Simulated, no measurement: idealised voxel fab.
process module | voxel transistor to metal
cross-section cut | 180 nm wide | cells 5 nm
A cross-section is a grid of square cells, given in bands from the top down. A band is one or more rows of cells.
Each band's line starts with the height of the band's top and of its bottom, in nm. Then come its materials from left to right, each with its width in nm. One material with "throughout" fills the band from edge to edge. "air" is empty space.
Height 0 is the level under which the wafer as received is all one material. The lowest band goes on downwards, as in "0 down".
A width such as "30 to 40" changes by the same amount from each row of cells to the next, from the band's top row to its bottom row.
"no change" after a step means that no cell of the cross-section changed.
closed voids: empty space of 8 cells or more with no open way to the top, each as width x height at its distance from the left edge, in nm
after a step's settings: what the simulator itself notes on the step
overlay nm, on a step with a mask: how far to the right of its planned place the mask lay; to the left if negative
plan
1 op RECEIVE | material Si
2 op CONFORMAL_DEP | material SiO2 | thk nm 5
3 op CONFORMAL_DEP | material SiN | thk nm 10
4 op DIRECTIONAL_DEP | material aC | thk nm 15
5 op PATTERN | tone cover | mask id ACTIVE | material resist | width nm 120 | thk nm 30 | overlay nm 0
6 op DIRECTIONAL_ETCH | etch materials aC | depth nm 15
7 op STRIP | etch materials resist
8 op DIRECTIONAL_ETCH | etch materials SiN | depth nm 10
9 op DIRECTIONAL_ETCH | etch materials SiO2 | depth nm 5
10 op DIRECTIONAL_ETCH | etch materials Si | depth nm 25
11 op STRIP | etch materials aC
12 op FILL_DEP | material SiO2 | thk nm 10
13 op CMP | height nm 15
14 op SELECTIVE_ETCH | etch materials SiO2 | depth nm 10
15 op STRIP | etch materials SiN
16 op SELECTIVE_ETCH | etch materials SiO2 | depth nm 5
17 op OXIDIZE | depth nm 5
18 op DIRECTIONAL_DEP | material polySi | thk nm 25
19 op DIRECTIONAL_DEP | material SiCN | thk nm 15
20 op DIRECTIONAL_DEP | material aC | thk nm 15
21 op PATTERN | tone cover | mask id GATE | material resist | width nm 30 | thk nm 30 | overlay nm 0
22 op DIRECTIONAL_ETCH | etch materials aC | depth nm 15
23 op STRIP | etch materials resist
24 op DIRECTIONAL_ETCH | etch materials SiCN | depth nm 25
25 op DIRECTIONAL_ETCH | etch materials polySi | depth nm 35
26 op STRIP | etch materials aC
27 op CONFORMAL_DEP | material SiO2 | thk nm 5
28 op DIRECTIONAL_ETCH | etch materials SiO2 | depth nm 5
29 op CONFORMAL_DEP | material SiN | thk nm 5
30 op DIRECTIONAL_ETCH | etch materials SiN | depth nm 5
31 op DIRECTIONAL_ETCH | etch materials SiO2 | depth nm 5
32 op EPI | material SiGe | thk nm 5
33 op FILL_DEP | material SiO2 | thk nm 5
34 op CMP | height nm 15
35 op STRIP | etch materials polySi
36 op SELECTIVE_ETCH | etch materials SiO2 | depth nm 5
37 op CONFORMAL_DEP | material HfO2 | thk nm 5
38 op CONFORMAL_DEP | material TiN | thk nm 5
39 op FILL_DEP | material W | thk nm 10
40 op CMP | height nm 20
41 op DIRECTIONAL_DEP | material SiO2 | thk nm 15
42 op PATTERN | tone open | mask id CONTACT | material resist | width nm 20 | pitch nm 80 | thk nm 15 | overlay nm 0
43 op DIRECTIONAL_ETCH | etch materials SiO2 | depth nm 35
44 op STRIP | etch materials resist
45 op CONFORMAL_DEP | material TiN | thk nm 5
46 op FILL_DEP | material W | thk nm 5
47 op CMP | height nm 35
48 op CONFORMAL_DEP | material SiN | thk nm 5
49 op DIRECTIONAL_DEP | material lowk | thk nm 20
50 op DIRECTIONAL_DEP | material aC | thk nm 15
51 op PATTERN | tone open | mask id METAL_1 | material resist | width nm 20 | pitch nm 80 | thk nm 30 | overlay nm 0
52 op DIRECTIONAL_ETCH | etch materials aC | depth nm 15
53 op STRIP | etch materials resist
54 op DIRECTIONAL_ETCH | etch materials lowk | depth nm 20
55 op DIRECTIONAL_ETCH | etch materials SiN | depth nm 5
56 op STRIP | etch materials aC
57 op CONFORMAL_DEP | material TiN | thk nm 5
58 op FILL_DEP | material Ru | thk nm 5
59 op CMP | height nm 60
60 op EPI | material Ru | thk nm 5
61 op FILL_DEP | material SiCN | thk nm 5
62 op DIRECTIONAL_DEP | material lowk | thk nm 35
63 op MASKED_ETCH | tone open | mask id METAL_2_HOLES | width nm 15 | pitch nm 80 | etch materials lowk | depth nm 35 | overlay nm 0
64 op PATTERN | tone open | mask id METAL_2 | material resist | width nm 20 | pitch nm 80 | thk nm 15 | overlay nm 0
65 op DIRECTIONAL_ETCH | etch materials lowk | depth nm 20
66 op DIRECTIONAL_ETCH | etch materials SiCN | depth nm 5
67 op STRIP | etch materials resist
68 op CONFORMAL_DEP | material TiN | thk nm 5
69 op FILL_DEP | material Cu | thk nm 10
70 op CMP | height nm 105
71 op CONFORMAL_DEP | material SiCN | thk nm 5
varied across the wafers: height nm of step 34. The plan shows the first wafer's value. All wafers start alike
first wafer as received, after step 1
  0 down: Si throughout
  closed voids: none
first wafer at the end, after step 71
  110 to 105: SiCN throughout
  105 to 90: lowk 40 | TiN 5 | Cu 10 | TiN 5 | lowk 60 | TiN 5 | Cu 10 | TiN 5 | lowk 40
  90 to 85: lowk 40 | TiN 5 | Cu 5 | TiN 10 | lowk 60 | TiN 5 | Cu 5 | TiN 10 | lowk 40
  85 to 70: lowk 40 | TiN 5 | Cu 5 | TiN 5 | lowk 65 | TiN 5 | Cu 5 | TiN 5 | lowk 45
  70 to 65: SiCN 40 | TiN 15 | SiCN 65 | TiN 15 | SiCN 45
  65 to 60: SiCN 35 | Ru 30 | SiCN 50 | Ru 30 | SiCN 35
  60 to 40: lowk 40 | TiN 5 | Ru 10 | TiN 5 | lowk 60 | TiN 5 | Ru 10 | TiN 5 | lowk 40
  40 to 35: SiN 40 | TiN 20 | SiN 60 | TiN 20 | SiN 40
  35 to 25: SiO2 40 | TiN 5 | W 10 | TiN 5 | SiO2 60 | TiN 5 | W 10 | TiN 5 | SiO2 40
  25 to 20: SiO2 40 | TiN 20 | SiO2 60 | TiN 20 | SiO2 40
  20 to 15: TiN 60 | HfO2 15 | TiN 5 | W 20 | TiN 5 | HfO2 15 | TiN 60
  15 to 10: HfO2 65 | SiN 5 | HfO2 5 | TiN 5 | W 20 | TiN 5 | HfO2 5 | SiN 5 | HfO2 65
  10 to 5: SiO2 65 | SiN 5 | HfO2 5 | TiN 5 | W 20 | TiN 5 | HfO2 5 | SiN 5 | SiO2 65
  5 to 0: SiO2 65 | SiN 5 | HfO2 5 | TiN 30 | HfO2 5 | SiN 5 | SiO2 65
  0 to -5: SiO2 25 | SiGe 40 | SiO2 5 | HfO2 40 | SiO2 5 | SiGe 40 | SiO2 25
  -5 to -25: SiO2 30 | Si 120 | SiO2 30
  -25 down: Si throughout
  closed voids: none
last wafer at the end
  110 to 105: SiCN throughout
  105 to 90: lowk 40 | TiN 5 | Cu 10 | TiN 5 | lowk 60 | TiN 5 | Cu 10 | TiN 5 | lowk 40
  90 to 85: lowk 40 | TiN 5 | Cu 5 | TiN 10 | lowk 60 | TiN 5 | Cu 5 | TiN 10 | lowk 40
  85 to 70: lowk 40 | TiN 5 | Cu 5 | TiN 5 | lowk 65 | TiN 5 | Cu 5 | TiN 5 | lowk 45
  70 to 65: SiCN 40 | TiN 15 | SiCN 65 | TiN 15 | SiCN 45
  65 to 60: SiCN 35 | Ru 30 | SiCN 50 | Ru 30 | SiCN 35
  60 to 40: lowk 40 | TiN 5 | Ru 10 | TiN 5 | lowk 60 | TiN 5 | Ru 10 | TiN 5 | lowk 40
  40 to 35: SiN 40 | TiN 20 | SiN 60 | TiN 20 | SiN 40
  35 to 20: SiO2 40 | TiN 5 | W 10 | TiN 5 | SiO2 60 | TiN 5 | W 10 | TiN 5 | SiO2 40
  20 to 5: SiO2 40 | TiN 5 | W 10 | TiN 5 | SiO2 5 | SiN 5 | SiO2 5 | polySi 30 | SiO2 5 | SiN 5 | SiO2 5 | TiN 5 | W 10 | TiN 5 | SiO2 40
  5 to 0: SiO2 40 | TiN 20 | SiO2 5 | SiN 5 | SiO2 5 | polySi 30 | SiO2 5 | SiN 5 | SiO2 5 | TiN 20 | SiO2 40
  0 to -5: SiO2 25 | SiGe 40 | SiO2 50 | SiGe 40 | SiO2 25
  -5 to -25: SiO2 30 | Si 120 | SiO2 30
  -25 down: Si throughout
  closed voids: none
each wafer at the end: cells of each material gained (+) or lost (-) since it was received, then its closed voids
height nm 15 | +20 Cu | +46 HfO2 | +28 Ru | -84 Si | +90 SiCN | +16 SiGe | +34 SiN | +196 SiO2 | +112 TiN | +20 W | +314 lowk | closed voids: none
height nm 20 | +20 Cu | +42 HfO2 | +28 Ru | -84 Si | +90 SiCN | +16 SiGe | +36 SiN | +222 SiO2 | +88 TiN | +20 W | +314 lowk | closed voids: none
height nm 25 | +20 Cu | +16 HfO2 | +28 Ru | -84 Si | +90 SiCN | +16 SiGe | +36 SiN | +216 SiO2 | +104 TiN | +36 W | +314 lowk | closed voids: none
height nm 30 | +20 Cu | +28 Ru | -84 Si | +90 SiCN | +16 SiGe | +36 SiN | +232 SiO2 | +92 TiN | +24 W | +314 lowk | +24 polySi | closed voids: none
height nm 35 | +20 Cu | +28 Ru | -84 Si | +90 SiCN | +16 SiGe | +36 SiN | +232 SiO2 | +92 TiN | +24 W | +314 lowk | +24 polySi | closed voids: none
height nm 40 | +20 Cu | +28 Ru | -84 Si | +90 SiCN | +16 SiGe | +36 SiN | +232 SiO2 | +92 TiN | +24 W | +314 lowk | +24 polySi | closed voids: none
